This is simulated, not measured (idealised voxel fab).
process module | voxel tone inversion
cross-section cut | 270 nm wide | cells 5 nm
A cross-section is a grid of square cells, given in bands from the top down. A band is one or more rows of cells.
Each band's line starts with the height of the band's top and of its bottom, in nm. Then come its materials from left to right, each with its width in nm. One material with "throughout" fills the band from edge to edge. "air" is empty space.
Height 0 is the level under which the wafer as received is all one material. The lowest band goes on downwards, as in "0 down".
A width such as "30 to 40" changes by the same amount from each row of cells to the next, from the band's top row to its bottom row.
"no change" after a step means that no cell of the cross-section changed.
closed voids: empty space of 8 cells or more with no open way to the top, each as width x height at its distance from the left edge, in nm
after a step's settings: what the simulator itself notes on the step
overlay nm, on a step with a mask: how far to the right of its planned place the mask lay; to the left if negative
plan
1 op RECEIVE | material Si
2 op CONFORMAL_DEP | material SiCN | thk nm 5
3 op DIRECTIONAL_DEP | material aC | thk nm 20
4 op PATTERN | tone cover | mask id POSTS | material resist | width nm 20 | pitch nm 50 | thk nm 30 | overlay nm -15
5 op DIRECTIONAL_ETCH | etch materials aC | depth nm 20
6 op STRIP | etch materials resist
7 op FILL_DEP | material lowk | thk nm 5
8 op CMP | height nm 25
9 op STRIP | etch materials aC
10 op CONFORMAL_DEP | material TiN | thk nm 5
11 op FILL_DEP | material Ru | thk nm 5
12 op CMP | height nm 25
13 op CONFORMAL_DEP | material SiN | thk nm 5
varied across the wafers: overlay nm of step 4. The plan shows the first wafer's value. All wafers start alike
first wafer as received, after step 1
  0 down: Si throughout
  closed voids: none
each wafer at the end: cells of each material gained (+) or lost (-) since it was received, then its closed voids
overlay nm -15 | +12 Ru | +54 SiCN | +54 SiN | +20 TiN | +184 lowk | closed voids: none
overlay nm -10 | +12 Ru | +54 SiCN | +54 SiN | +20 TiN | +184 lowk | closed voids: none
overlay nm -5 | +12 Ru | +54 SiCN | +54 SiN | +20 TiN | +184 lowk | closed voids: none
overlay nm 0 | +12 Ru | +54 SiCN | +54 SiN | +20 TiN | +184 lowk | closed voids: none
overlay nm 5 | +12 Ru | +54 SiCN | +54 SiN | +20 TiN | +184 lowk | closed voids: none
overlay nm 10 | +12 Ru | +54 SiCN | +54 SiN | +20 TiN | +184 lowk | closed voids: none
overlay nm 15 | +12 Ru | +54 SiCN | +54 SiN | +20 TiN | +184 lowk | closed voids: none
